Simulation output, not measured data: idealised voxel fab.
Process module under the name voxel self aligned contacts
Shown is cross-section cut, with a width of 195 nm and square cells of size 5 nm.
Bands, listed from the top down, are how a cross-section gets written in this document; the cross-section itself is a grid of square cells, and a band is one or more rows of them. Read a band's entry like this: the first values are the height of its top and the height of its bottom in nm, and what follows is the sequence of materials from left to right, each with its width in nm. Note that "empty" is empty space, and that a single material marked "edge to edge" reaches across the band from edge to edge. Heights are reckoned from 0. Under this level, the received wafer is all of one material. The bottommost band is open-ended downward, for example "z 0 and below". Width "30..40": first value at the band's top row of cells, second value at its bottom row, equal change from row to row. For the purposes of this document, the phrase "nothing altered" attached to a step denotes that no cell within the cross-section was modified by that step. Basically, "Voids, sealed" tells you about the enclosed voids: empty spaces with no open way to the top, 8 cells or bigger, each written width x height at distance, where distance is from the left edge, all in nm. On a step's line, text after the settings is the simulator commenting on that step. When a step includes a mask, the "overlay nm" setting on its line states how far to the right of its planned place that mask lay, and negative values state how far to the left.
Intended process steps
1) op RECEIVE | material Si
2) op OXIDIZE | depth nm 5
3) op DIRECTIONAL_DEP | material polySi | thk nm 30
4) op DIRECTIONAL_DEP | material SiN | thk nm 25
5) op PATTERN | tone cover | mask id GATE | material resist | width nm 30 | pitch nm 75 | thk nm 15 | overlay nm 0
6) op DIRECTIONAL_ETCH | etch materials SiN | depth nm 25
7) op DIRECTIONAL_ETCH | etch materials polySi | depth nm 30
8) op STRIP | etch materials resist
9) op CONFORMAL_DEP | material SiN | thk nm 10
10) op DIRECTIONAL_ETCH | etch materials SiN | depth nm 10
11) op FILL_DEP | material SiO2 | thk nm 20
12) op CMP | height nm 65
13) op MASKED_ETCH | tone open | mask id CONTACT | width nm 55 | etch materials SiO2 | depth nm 70 | overlay nm 0
14) op CONFORMAL_DEP | material TiN | thk nm 5
15) op FILL_DEP | material W | thk nm 5
16) op CMP | height nm 65
17) op CONFORMAL_DEP | material SiCN | thk nm 5
Cross-section of the wafer upon arrival, representing the state reached after step 1
z 0 and below = Si edge to edge
Voids, sealed: none
Look at the cross-section after the module: the wafer started out the way shown above and the plan was the one shown above, yet one mistake was made along the way
z 70 to 65 = SiCN edge to edge
z 65 to 60 = SiO2 (70) | TiN (5) | W (45) | TiN (5) | SiO2 (70)
z 60 to 55 = SiO2 (70) | TiN (55) | SiO2 (70)
z 55 to 30 = SiN (55) | SiO2 (10) | SiN (65) | SiO2 (10) | SiN (55)
z 30 to 0 = polySi (45) | SiN (10) | SiO2 (10) | SiN (10) | polySi (45) | SiN (10) | SiO2 (10) | SiN (10) | polySi (45)
z 0 to -5 = SiO2 edge to edge
z -5 and below = Si edge to edge
Voids, sealed: none
Which mistake was made when the wafer was run? step 5, actual vs plan mismatch, actual run op PATTERN | tone open | mask id GATE | material resist | width nm 30 | pitch nm 75 | thk nm 15 | overlay nm 0
